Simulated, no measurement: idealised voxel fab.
Proc. module: voxel wiring stack
The cross-section on display is named cut; it measures 180 nm wide, and its cells are 5 nm squares.
Just so we're on the same page, the cross-sections are grids of square cells, and they're listed out in bands top to bottom, each band one or more rows deep. Quick guide to a band line: top height, bottom height (nm) up front; then every material left to right with its width in nm. Only one material and it's marked "throughout"? Then it fills the band edge to edge. And "air" just means empty space. For the purposes of this specification, 0 denotes the height below which the wafer in its as-received condition is composed wholly of one material, and the lowermost band, lacking a lower limit, extends downward without end, as expressed in "0 -> down". A two-number width, for instance "30..40", indicates that the width is equal to the first number in the top row of the band and to the second number in the bottom row, and that it changes by a constant amount per row of cells. "changes: none" after a step means that no cell of the cross-section changed. Under "Tabulated closed voids" you'll find the enclosed gaps, the ones with no way out to the top, that are 8 cells or bigger; each reads width x height at distance, with distance counted from the left edge, everything in nm. If you see something after the settings on a step's line, that's the simulator's own remark about that step. "overlay nm" on a masked step: distance the mask lay right of its planned place, negative for left.

## This section lists the process steps that were planned
step 1: op RECEIVE | material Si
step 2: op CONFORMAL_DEP | material SiO2 | thk nm 15
step 3: op DIRECTIONAL_DEP | material TiN | thk nm 5
step 4: op DIRECTIONAL_DEP | material W | thk nm 20
step 5: op DIRECTIONAL_DEP | material aC | thk nm 15
step 6: op PATTERN | tone cover | mask id METAL_1 | material resist | width nm 30 | pitch nm 50 | thk nm 30 | overlay nm 0
step 7: op DIRECTIONAL_ETCH | etch materials aC | depth nm 15
step 8: op STRIP | etch materials resist
step 9: op DIRECTIONAL_ETCH | etch materials W | depth nm 20
step 10: op DIRECTIONAL_ETCH | etch materials TiN | depth nm 5
step 11: op STRIP | etch materials aC
step 12: op CONFORMAL_DEP | material SiCN | thk nm 5
step 13: op FILL_DEP | material lowk | thk nm 10
step 14: op CMP | height nm 40
step 15: op CONFORMAL_DEP | material SiCN | thk nm 5
step 16: op DIRECTIONAL_DEP | material lowk | thk nm 30
step 17: op DIRECTIONAL_DEP | material aC | thk nm 15
step 18: op PATTERN | tone open | mask id METAL_2_HOLES | material resist | width nm 15 | pitch nm 50 | thk nm 35 | overlay nm 0
step 19: op DIRECTIONAL_ETCH | etch materials aC | depth nm 15
step 20: op STRIP | etch materials resist
step 21: op DIRECTIONAL_ETCH | etch materials lowk | depth nm 30
step 22: op STRIP | etch materials aC
step 23: op MASKED_ETCH | tone open | mask id METAL_2 | width nm 30 | pitch nm 50 | etch materials lowk | depth nm 15 | overlay nm 0
step 24: op MASKED_ETCH | tone open | mask id METAL_2 | width nm 30 | pitch nm 50 | etch materials SiCN | depth nm 5 | overlay nm 0
step 25: op CONFORMAL_DEP | material TiN | thk nm 5
step 26: op FILL_DEP | material Cu | thk nm 5
step 27: op CMP | height nm 75
step 28: op CONFORMAL_DEP | material SiCN | thk nm 5
step 29: op DIRECTIONAL_DEP | material SiO2 | thk nm 20
step 30: op DIRECTIONAL_DEP | material aC | thk nm 15
step 31: op PATTERN | tone open | mask id PLUG_2 | material resist | width nm 15 | pitch nm 100 | thk nm 30 | overlay nm 0
step 32: op DIRECTIONAL_ETCH | etch materials aC | depth nm 15
step 33: op STRIP | etch materials resist
step 34: op DIRECTIONAL_ETCH | etch materials SiO2 | depth nm 20
step 35: op DIRECTIONAL_ETCH | etch materials SiCN | depth nm 5
step 36: op STRIP | etch materials aC
step 37: op CONFORMAL_DEP | material TiN | thk nm 5
step 38: op FILL_DEP | material W | thk nm 10
step 39: op CMP | height nm 100
step 40: op CONFORMAL_DEP | material SiN | thk nm 5
step 41: op DIRECTIONAL_DEP | material SiO2 | thk nm 25
step 42: op DIRECTIONAL_DEP | material aC | thk nm 10
step 43: op PATTERN | tone open | mask id METAL_3 | material resist | width nm 30 | pitch nm 50 | thk nm 25 | overlay nm 0
step 44: op DIRECTIONAL_ETCH | etch materials aC | depth nm 10
step 45: op STRIP | etch materials resist
step 46: op DIRECTIONAL_ETCH | etch materials SiO2 | depth nm 25
step 47: op DIRECTIONAL_ETCH | etch materials SiN | depth nm 5
step 48: op STRIP | etch materials aC
step 49: op CONFORMAL_DEP | material TiN | thk nm 5
step 50: op FILL_DEP | material Cu | thk nm 5
step 51: op CMP | height nm 130
step 52: op EPI | material Ru | thk nm 5
step 53: op FILL_DEP | material SiCN | thk nm 5
step 54: op DIRECTIONAL_DEP | material SiO2 | thk nm 5
step 55: op MASKED_ETCH | tone open | mask id PLUG_3 | width nm 15 | pitch nm 50 | etch materials SiO2 | depth nm 15 | overlay nm 0
step 56: op MASKED_ETCH | tone open | mask id PLUG_3 | width nm 15 | pitch nm 50 | etch materials SiCN | depth nm 5 | overlay nm 0
step 57: op CONFORMAL_DEP | material TiN | thk nm 5
step 58: op FILL_DEP | material Cu | thk nm 10
step 59: op CMP | height nm 155
step 60: op CONFORMAL_DEP | material SiN | thk nm 5
step 61: op DIRECTIONAL_DEP | material lowk | thk nm 20
step 62: op PATTERN | tone open | mask id METAL_4 | material resist | width nm 30 | pitch nm 50 | thk nm 15 | overlay nm 0
step 63: op DIRECTIONAL_ETCH | etch materials lowk | depth nm 20
step 64: op DIRECTIONAL_ETCH | etch materials SiN | depth nm 5
step 65: op STRIP | etch materials resist
step 66: op CONFORMAL_DEP | material TiN | thk nm 5
step 67: op FILL_DEP | material W | thk nm 10
step 68: op CMP | height nm 180
step 69: op CONFORMAL_DEP | material SiCN | thk nm 5
Every wafer here starts from the same state; it is the step 54 thk nm that distinguishes them, and the value the plan gives belongs to the first wafer.

## As received, i.e. after step 1: cross-section through the first of several wafers
0 -> down  Si throughout
Tabulated closed voids: none

## wafer rows; end of module; cells per material since receipt: (+) gained, (-) lost; then closed voids
thk nm 5; +138 Cu; +24 Ru; +174 SiCN; +36 SiN; +345 SiO2; +232 TiN; +128 W; +255 lowk; Tabulated closed voids: none
thk nm 10; +105 Cu; +24 Ru; +174 SiCN; +36 SiN; +372 SiO2; +238 TiN; +128 W; +255 lowk; Tabulated closed voids: none
thk nm 15; +105 Cu; +24 Ru; +174 SiCN; +36 SiN; +399 SiO2; +211 TiN; +128 W; +255 lowk; Tabulated closed voids: none
thk nm 20; +99 Cu; +24 Ru; +183 SiCN; +36 SiN; +408 SiO2; +199 TiN; +128 W; +255 lowk; Tabulated closed voids: none
thk nm 25; +96 Cu; +24 Ru; +183 SiCN; +36 SiN; +417 SiO2; +193 TiN; +128 W; +255 lowk; Tabulated closed voids: none
thk nm 30; +96 Cu; +24 Ru; +183 SiCN; +36 SiN; +426 SiO2; +184 TiN; +128 W; +255 lowk; Tabulated closed voids: none
